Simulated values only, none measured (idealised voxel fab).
Process module, titled voxel gate over fins
Xsec cut, 245 nm wide, square cell size 5 nm.
Throughout this document, each cross-section is represented as a grid of square cells and is presented as a sequence of bands enumerated from the top downward, where a band comprises one or more rows of cells. In this notation a band is specified by the heights of its top and bottom, in that order and in nm, after which its materials appear from left to right, each paired with its width in nm. The word "full width" attached to a single material means that material fills the band from edge to edge; the word "blank" stands for empty space. All heights in this document are referenced to 0, defined as the level beneath which the wafer, as received, consists entirely of one material. The lowest band is not bounded below; it extends indefinitely downward and is written in the form "0 nm and below". It should be noted that a width expressed as "30->40" varies in equal increments from row to row of cells within the band, taking the value of the first number at the top row and that of the second number at the bottom row. Step note "identical to before" = no cross-section cell changed. Closed-off voids of 8+ cells (no open route to the top) go in "Closed void register", written width x height at distance from the left edge, in nm. Formally, on a step line, whatever follows the settings is a remark that the simulator itself makes on the step. The setting "overlay nm" may be written on the line of a step. When the step uses a mask, the value reports how far to the right of the planned place the mask lay, and a negative value reports that it lay to the left.

## The process steps that were planned are listed below
1: RECEIVE, material Si
2: CONFORMAL_DEP, material SiN, thk nm 5
3: MASKED_ETCH, tone cover, mask id FINS, width nm 15, pitch nm 55, etch materials SiN, depth nm 5, overlay nm 0
4: MASKED_ETCH, tone cover, mask id FINS, width nm 15, pitch nm 55, etch materials Si, depth nm 30, overlay nm 0
5: OXIDIZE, depth nm 5
6: FILL_DEP, material SiO2, thk nm 15
7: CMP, height nm 5
8: PATTERN, tone open, mask id RAIL, material resist, width nm 15, thk nm 20, overlay nm 0
9: DIRECTIONAL_ETCH, etch materials SiO2, depth nm 30
10: STRIP, etch materials resist
11: CONFORMAL_DEP, material TiN, thk nm 5
12: FILL_DEP, material W, thk nm 5
13: CMP, height nm 5
14: SELECTIVE_ETCH, etch materials W Ru TiN, depth nm 25
15: FILL_DEP, material SiO2, thk nm 5
16: CMP, height nm 5
17: SELECTIVE_ETCH, etch materials SiO2, depth nm 20
18: STRIP, etch materials SiN
19: CONFORMAL_DEP, material HfO2, thk nm 5
20: CONFORMAL_DEP, material TiN, thk nm 5
21: FILL_DEP, material W, thk nm 10
22: CMP, height nm 15
23: CONFORMAL_DEP, material SiN, thk nm 5

## Wafer, first of two, run as planned

## Cross-section of the wafer at receipt, which is the condition after step 1
> 0 nm and below = Si full width
> Closed void register: none

## Step 2 done - wafer cross-section
> 5 nm to 0 nm = SiN full width
> Everything below 0 is unchanged.

## Step 3 done - wafer cross-section
> 5 nm to 0 nm = blank: 30  SiN: 15  blank: 40  SiN: 15  blank: 40  SiN: 15  blank: 40  SiN: 15  blank: 35
> Everything below 0 is unchanged.

## Step 4 done - wafer cross-section
> 5 nm to 0 nm = blank: 30  SiN: 15  blank: 40  SiN: 15  blank: 40  SiN: 15  blank: 40  SiN: 15  blank: 35
> 0 nm to -30 nm = blank: 30  Si: 15  blank: 40  Si: 15  blank: 40  Si: 15  blank: 40  Si: 15  blank: 35
> Everything below -30 is unchanged.

## Step 5 done - wafer cross-section
> 5 nm to 0 nm = blank: 30  SiN: 15  blank: 40  SiN: 15  blank: 40  SiN: 15  blank: 40  SiN: 15  blank: 35
> 0 nm to -30 nm = blank: 30  SiO2: 5  Si: 5  SiO2: 5  blank: 40  SiO2: 5  Si: 5  SiO2: 5  blank: 40  SiO2: 5  Si: 5  SiO2: 5  blank: 40  SiO2: 5  Si: 5  SiO2: 5  blank: 35
> -30 nm to -35 nm = SiO2: 35  Si: 5  SiO2: 50  Si: 5  SiO2: 50  Si: 5  SiO2: 50  Si: 5  SiO2: 40
> Everything below -35 is unchanged.

## Step 6 done - wafer cross-section
> 20 nm to 5 nm = SiO2 full width
> 5 nm to 0 nm = SiO2: 30  SiN: 15  SiO2: 40  SiN: 15  SiO2: 40  SiN: 15  SiO2: 40  SiN: 15  SiO2: 35
> 0 nm to -35 nm = SiO2: 35  Si: 5  SiO2: 50  Si: 5  SiO2: 50  Si: 5  SiO2: 50  Si: 5  SiO2: 40
> Everything below -35 is unchanged.

## Step 7 done - wafer cross-section
> 5 nm to 0 nm = SiO2: 30  SiN: 15  SiO2: 40  SiN: 15  SiO2: 40  SiN: 15  SiO2: 40  SiN: 15  SiO2: 35
> Everything below 0 is unchanged.

## Step 8 done - wafer cross-section
> 25 nm to 5 nm = resist: 55  blank: 15  resist: 175
> Everything below 5 is unchanged.

## Step 9 done - wafer cross-section
> 25 nm to 5 nm = resist: 55  blank: 15  resist: 175
> 5 nm to 0 nm = SiO2: 30  SiN: 15  SiO2: 10  blank: 15  SiO2: 15  SiN: 15  SiO2: 40  SiN: 15  SiO2: 40  SiN: 15  SiO2: 35
> 0 nm to -25 nm = SiO2: 35  Si: 5  SiO2: 15  blank: 15  SiO2: 20  Si: 5  SiO2: 50  Si: 5  SiO2: 50  Si: 5  SiO2: 40
> Everything below -25 is unchanged.

## Step 10 done - wafer cross-section
> 5 nm to 0 nm = SiO2: 30  SiN: 15  SiO2: 10  blank: 15  SiO2: 15  SiN: 15  SiO2: 40  SiN: 15  SiO2: 40  SiN: 15  SiO2: 35
> Everything below 0 is unchanged.

## Step 11 done - wafer cross-section
> 10 nm to 5 nm = TiN: 60  blank: 5  TiN: 180
> 5 nm to 0 nm = SiO2: 30  SiN: 15  SiO2: 10  TiN: 5  blank: 5  TiN: 5  SiO2: 15  SiN: 15  SiO2: 40  SiN: 15  SiO2: 40  SiN: 15  SiO2: 35
> 0 nm to -20 nm = SiO2: 35  Si: 5  SiO2: 15  TiN: 5  blank: 5  TiN: 5  SiO2: 20  Si: 5  SiO2: 50  Si: 5  SiO2: 50  Si: 5  SiO2: 40
> -20 nm to -25 nm = SiO2: 35  Si: 5  SiO2: 15  TiN: 15  SiO2: 20  Si: 5  SiO2: 50  Si: 5  SiO2: 50  Si: 5  SiO2: 40
> Everything below -25 is unchanged.

## Step 12 done - wafer cross-section
> 15 nm to 10 nm = W full width
> 10 nm to 5 nm = TiN: 60  W: 5  TiN: 180
> 5 nm to 0 nm = SiO2: 30  SiN: 15  SiO2: 10  TiN: 5  W: 5  TiN: 5  SiO2: 15  SiN: 15  SiO2: 40  SiN: 15  SiO2: 40  SiN: 15  SiO2: 35
> 0 nm to -20 nm = SiO2: 35  Si: 5  SiO2: 15  TiN: 5  W: 5  TiN: 5  SiO2: 20  Si: 5  SiO2: 50  Si: 5  SiO2: 50  Si: 5  SiO2: 40
> Everything below -20 is unchanged.

## Step 13 done - wafer cross-section
> 5 nm to 0 nm = SiO2: 30  SiN: 15  SiO2: 10  TiN: 5  W: 5  TiN: 5  SiO2: 15  SiN: 15  SiO2: 40  SiN: 15  SiO2: 40  SiN: 15  SiO2: 35
> Everything below 0 is unchanged.

## Step 14 done - wafer cross-section
> 5 nm to 0 nm = SiO2: 30  SiN: 15  SiO2: 10  blank: 15  SiO2: 15  SiN: 15  SiO2: 40  SiN: 15  SiO2: 40  SiN: 15  SiO2: 35
> 0 nm to -20 nm = SiO2: 35  Si: 5  SiO2: 15  blank: 15  SiO2: 20  Si: 5  SiO2: 50  Si: 5  SiO2: 50  Si: 5  SiO2: 40
> Everything below -20 is unchanged.

## Step 15 done - wafer cross-section
> 10 nm to 5 nm = SiO2 full width
> 5 nm to 0 nm = SiO2: 30  SiN: 15  SiO2: 40  SiN: 15  SiO2: 40  SiN: 15  SiO2: 40  SiN: 15  SiO2: 35
> 0 nm to -20 nm = SiO2: 35  Si: 5  SiO2: 50  Si: 5  SiO2: 50  Si: 5  SiO2: 50  Si: 5  SiO2: 40
> Everything below -20 is unchanged.

## Step 16 done - wafer cross-section
> 5 nm to 0 nm = SiO2: 30  SiN: 15  SiO2: 40  SiN: 15  SiO2: 40  SiN: 15  SiO2: 40  SiN: 15  SiO2: 35
> Everything below 0 is unchanged.

## Step 17 done - wafer cross-section
> 5 nm to 0 nm = blank: 30  SiN: 15  blank: 40  SiN: 15  blank: 40  SiN: 15  blank: 40  SiN: 15  blank: 35
> 0 nm to -15 nm = blank: 35  Si: 5  blank: 50  Si: 5  blank: 50  Si: 5  blank: 50  Si: 5  blank: 40
> Everything below -15 is unchanged.

## Step 18 done - wafer cross-section
> 0 nm to -15 nm = blank: 35  Si: 5  blank: 50  Si: 5  blank: 50  Si: 5  blank: 50  Si: 5  blank: 40
> Everything below -15 is unchanged.

## Step 19 done - wafer cross-section
> 5 nm to 0 nm = blank: 30  HfO2: 15  blank: 40  HfO2: 15  blank: 40  HfO2: 15  blank: 40  HfO2: 15  blank: 35
> 0 nm to -10 nm = blank: 30  HfO2: 5  Si: 5  HfO2: 5  blank: 40  HfO2: 5  Si: 5  HfO2: 5  blank: 40  HfO2: 5  Si: 5  HfO2: 5  blank: 40  HfO2: 5  Si: 5  HfO2: 5  blank: 35
> -10 nm to -15 nm = HfO2: 35  Si: 5  HfO2: 50  Si: 5  HfO2: 50  Si: 5  HfO2: 50  Si: 5  HfO2: 40
> Everything below -15 is unchanged.

## Step 20 done - wafer cross-section
> 10 nm to 5 nm = blank: 25  TiN: 25  blank: 30  TiN: 25  blank: 30  TiN: 25  blank: 30  TiN: 25  blank: 30
> 5 nm to 0 nm = blank: 25  TiN: 5  HfO2: 15  TiN: 5  blank: 30  TiN: 5  HfO2: 15  TiN: 5  blank: 30  TiN: 5  HfO2: 15  TiN: 5  blank: 30  TiN: 5  HfO2: 15  TiN: 5  blank: 30
> 0 nm to -5 nm = blank: 25  TiN: 5  HfO2: 5  Si: 5  HfO2: 5  TiN: 5  blank: 30  TiN: 5  HfO2: 5  Si: 5  HfO2: 5  TiN: 5  blank: 30  TiN: 5  HfO2: 5  Si: 5  HfO2: 5  TiN: 5  blank: 30  TiN: 5  HfO2: 5  Si: 5  HfO2: 5  TiN: 5  blank: 30
> -5 nm to -10 nm = TiN: 30  HfO2: 5  Si: 5  HfO2: 5  TiN: 40  HfO2: 5  Si: 5  HfO2: 5  TiN: 40  HfO2: 5  Si: 5  HfO2: 5  TiN: 40  HfO2: 5  Si: 5  HfO2: 5  TiN: 35
> Everything below -10 is unchanged.

## Step 21 done - wafer cross-section
> 20 nm to 10 nm = W full width
> 10 nm to 5 nm = W: 25  TiN: 25  W: 30  TiN: 25  W: 30  TiN: 25  W: 30  TiN: 25  W: 30
> 5 nm to 0 nm = W: 25  TiN: 5  HfO2: 15  TiN: 5  W: 30  TiN: 5  HfO2: 15  TiN: 5  W: 30  TiN: 5  HfO2: 15  TiN: 5  W: 30  TiN: 5  HfO2: 15  TiN: 5  W: 30
> 0 nm to -5 nm = W: 25  TiN: 5  HfO2: 5  Si: 5  HfO2: 5  TiN: 5  W: 30  TiN: 5  HfO2: 5  Si: 5  HfO2: 5  TiN: 5  W: 30  TiN: 5  HfO2: 5  Si: 5  HfO2: 5  TiN: 5  W: 30  TiN: 5  HfO2: 5  Si: 5  HfO2: 5  TiN: 5  W: 30
> Everything below -5 is unchanged.

## Step 22 done - wafer cross-section
> 15 nm to 10 nm = W full width
> Everything below 10 is unchanged.

## Step 23 done - wafer cross-section
> 20 nm to 15 nm = SiN full width
> Everything below 15 is unchanged.

## Wafer two. Same start, same plan, one slip in execution. Same as wafer one through step 7, inclusive

## Look at the second wafer in cross-section at the time step 8 ought to have finished
> 25 nm to 5 nm = resist: 55  blank: 20  resist: 170
> Everything below 5 is unchanged.

## Look at the second wafer in cross-section at the time step 9 ought to have finished
> 25 nm to 5 nm = resist: 55  blank: 20  resist: 170
> 5 nm to 0 nm = SiO2: 30  SiN: 15  SiO2: 10  blank: 20  SiO2: 10  SiN: 15  SiO2: 40  SiN: 15  SiO2: 40  SiN: 15  SiO2: 35
> 0 nm to -25 nm = SiO2: 35  Si: 5  SiO2: 15  blank: 20  SiO2: 15  Si: 5  SiO2: 50  Si: 5  SiO2: 50  Si: 5  SiO2: 40
> Everything below -25 is unchanged.

## Look at the second wafer in cross-section at the time step 10 ought to have finished
> 5 nm to 0 nm = SiO2: 30  SiN: 15  SiO2: 10  blank: 20  SiO2: 10  SiN: 15  SiO2: 40  SiN: 15  SiO2: 40  SiN: 15  SiO2: 35
> Everything below 0 is unchanged.

## Look at the second wafer in cross-section at the time step 11 ought to have finished
> 10 nm to 5 nm = TiN: 60  blank: 10  TiN: 175
> 5 nm to 0 nm = SiO2: 30  SiN: 15  SiO2: 10  TiN: 5  blank: 10  TiN: 5  SiO2: 10  SiN: 15  SiO2: 40  SiN: 15  SiO2: 40  SiN: 15  SiO2: 35
> 0 nm to -20 nm = SiO2: 35  Si: 5  SiO2: 15  TiN: 5  blank: 10  TiN: 5  SiO2: 15  Si: 5  SiO2: 50  Si: 5  SiO2: 50  Si: 5  SiO2: 40
> -20 nm to -25 nm = SiO2: 35  Si: 5  SiO2: 15  TiN: 20  SiO2: 15  Si: 5  SiO2: 50  Si: 5  SiO2: 50  Si: 5  SiO2: 40
> Everything below -25 is unchanged.

## Look at the second wafer in cross-section at the time step 12 ought to have finished
> 15 nm to 10 nm = W full width
> 10 nm to 5 nm = TiN: 60  W: 10  TiN: 175
> 5 nm to 0 nm = SiO2: 30  SiN: 15  SiO2: 10  TiN: 5  W: 10  TiN: 5  SiO2: 10  SiN: 15  SiO2: 40  SiN: 15  SiO2: 40  SiN: 15  SiO2: 35
> 0 nm to -20 nm = SiO2: 35  Si: 5  SiO2: 15  TiN: 5  W: 10  TiN: 5  SiO2: 15  Si: 5  SiO2: 50  Si: 5  SiO2: 50  Si: 5  SiO2: 40
> Everything below -20 is unchanged.

## Look at the second wafer in cross-section at the time step 13 ought to have finished
> 5 nm to 0 nm = SiO2: 30  SiN: 15  SiO2: 10  TiN: 5  W: 10  TiN: 5  SiO2: 10  SiN: 15  SiO2: 40  SiN: 15  SiO2: 40  SiN: 15  SiO2: 35
> Everything below 0 is unchanged.

## Look at the second wafer in cross-section at the time step 14 ought to have finished
> 5 nm to 0 nm = SiO2: 30  SiN: 15  SiO2: 10  blank: 20  SiO2: 10  SiN: 15  SiO2: 40  SiN: 15  SiO2: 40  SiN: 15  SiO2: 35
> 0 nm to -20 nm = SiO2: 35  Si: 5  SiO2: 15  blank: 20  SiO2: 15  Si: 5  SiO2: 50  Si: 5  SiO2: 50  Si: 5  SiO2: 40
> Everything below -20 is unchanged.

## Look at the second wafer in cross-section at the time step 15 ought to have finished
> 10 nm to 5 nm = SiO2 full width
> 5 nm to 0 nm = SiO2: 30  SiN: 15  SiO2: 40  SiN: 15  SiO2: 40  SiN: 15  SiO2: 40  SiN: 15  SiO2: 35
> 0 nm to -20 nm = SiO2: 35  Si: 5  SiO2: 50  Si: 5  SiO2: 50  Si: 5  SiO2: 50  Si: 5  SiO2: 40
> Everything below -20 is unchanged.

## Look at the second wafer in cross-section at the time step 16 ought to have finished
> 5 nm to 0 nm = SiO2: 30  SiN: 15  SiO2: 40  SiN: 15  SiO2: 40  SiN: 15  SiO2: 40  SiN: 15  SiO2: 35
> Everything below 0 is unchanged.

## Look at the second wafer in cross-section at the time step 17 ought to have finished
> 5 nm to 0 nm = blank: 30  SiN: 15  blank: 40  SiN: 15  blank: 40  SiN: 15  blank: 40  SiN: 15  blank: 35
> 0 nm to -15 nm = blank: 35  Si: 5  blank: 50  Si: 5  blank: 50  Si: 5  blank: 50  Si: 5  blank: 40
> Everything below -15 is unchanged.

## Look at the second wafer in cross-section at the time step 18 ought to have finished
> 0 nm to -15 nm = blank: 35  Si: 5  blank: 50  Si: 5  blank: 50  Si: 5  blank: 50  Si: 5  blank: 40
> Everything below -15 is unchanged.

## Look at the second wafer in cross-section at the time step 19 ought to have finished
> 5 nm to 0 nm = blank: 30  HfO2: 15  blank: 40  HfO2: 15  blank: 40  HfO2: 15  blank: 40  HfO2: 15  blank: 35
> 0 nm to -10 nm = blank: 30  HfO2: 5  Si: 5  HfO2: 5  blank: 40  HfO2: 5  Si: 5  HfO2: 5  blank: 40  HfO2: 5  Si: 5  HfO2: 5  blank: 40  HfO2: 5  Si: 5  HfO2: 5  blank: 35
> -10 nm to -15 nm = HfO2: 35  Si: 5  HfO2: 50  Si: 5  HfO2: 50  Si: 5  HfO2: 50  Si: 5  HfO2: 40
> Everything below -15 is unchanged.

## Look at the second wafer in cross-section at the time step 20 ought to have finished
> 10 nm to 5 nm = blank: 25  TiN: 25  blank: 30  TiN: 25  blank: 30  TiN: 25  blank: 30  TiN: 25  blank: 30
> 5 nm to 0 nm = blank: 25  TiN: 5  HfO2: 15  TiN: 5  blank: 30  TiN: 5  HfO2: 15  TiN: 5  blank: 30  TiN: 5  HfO2: 15  TiN: 5  blank: 30  TiN: 5  HfO2: 15  TiN: 5  blank: 30
> 0 nm to -5 nm = blank: 25  TiN: 5  HfO2: 5  Si: 5  HfO2: 5  TiN: 5  blank: 30  TiN: 5  HfO2: 5  Si: 5  HfO2: 5  TiN: 5  blank: 30  TiN: 5  HfO2: 5  Si: 5  HfO2: 5  TiN: 5  blank: 30  TiN: 5  HfO2: 5  Si: 5  HfO2: 5  TiN: 5  blank: 30
> -5 nm to -10 nm = TiN: 30  HfO2: 5  Si: 5  HfO2: 5  TiN: 40  HfO2: 5  Si: 5  HfO2: 5  TiN: 40  HfO2: 5  Si: 5  HfO2: 5  TiN: 40  HfO2: 5  Si: 5  HfO2: 5  TiN: 35
> Everything below -10 is unchanged.

## Look at the second wafer in cross-section at the time step 21 ought to have finished
> 20 nm to 10 nm = W full width
> 10 nm to 5 nm = W: 25  TiN: 25  W: 30  TiN: 25  W: 30  TiN: 25  W: 30  TiN: 25  W: 30
> 5 nm to 0 nm = W: 25  TiN: 5  HfO2: 15  TiN: 5  W: 30  TiN: 5  HfO2: 15  TiN: 5  W: 30  TiN: 5  HfO2: 15  TiN: 5  W: 30  TiN: 5  HfO2: 15  TiN: 5  W: 30
> 0 nm to -5 nm = W: 25  TiN: 5  HfO2: 5  Si: 5  HfO2: 5  TiN: 5  W: 30  TiN: 5  HfO2: 5  Si: 5  HfO2: 5  TiN: 5  W: 30  TiN: 5  HfO2: 5  Si: 5  HfO2: 5  TiN: 5  W: 30  TiN: 5  HfO2: 5  Si: 5  HfO2: 5  TiN: 5  W: 30
> Everything below -5 is unchanged.

## Look at the second wafer in cross-section at the time step 22 ought to have finished
> 15 nm to 10 nm = W full width
> Everything below 10 is unchanged.

## Look at the second wafer in cross-section at the time step 23 ought to have finished
> 20 nm to 15 nm = SiN full width
> Everything below 15 is unchanged.
Error vs. plan: contrary to plan, step 8 was performed as PATTERN, tone open, mask id RAIL, material resist, width nm 20, thk nm 20, overlay nm 0
At the finish, the second wafer shows more or fewer cells for some materials than the first does: SiO2 -1 | TiN +1
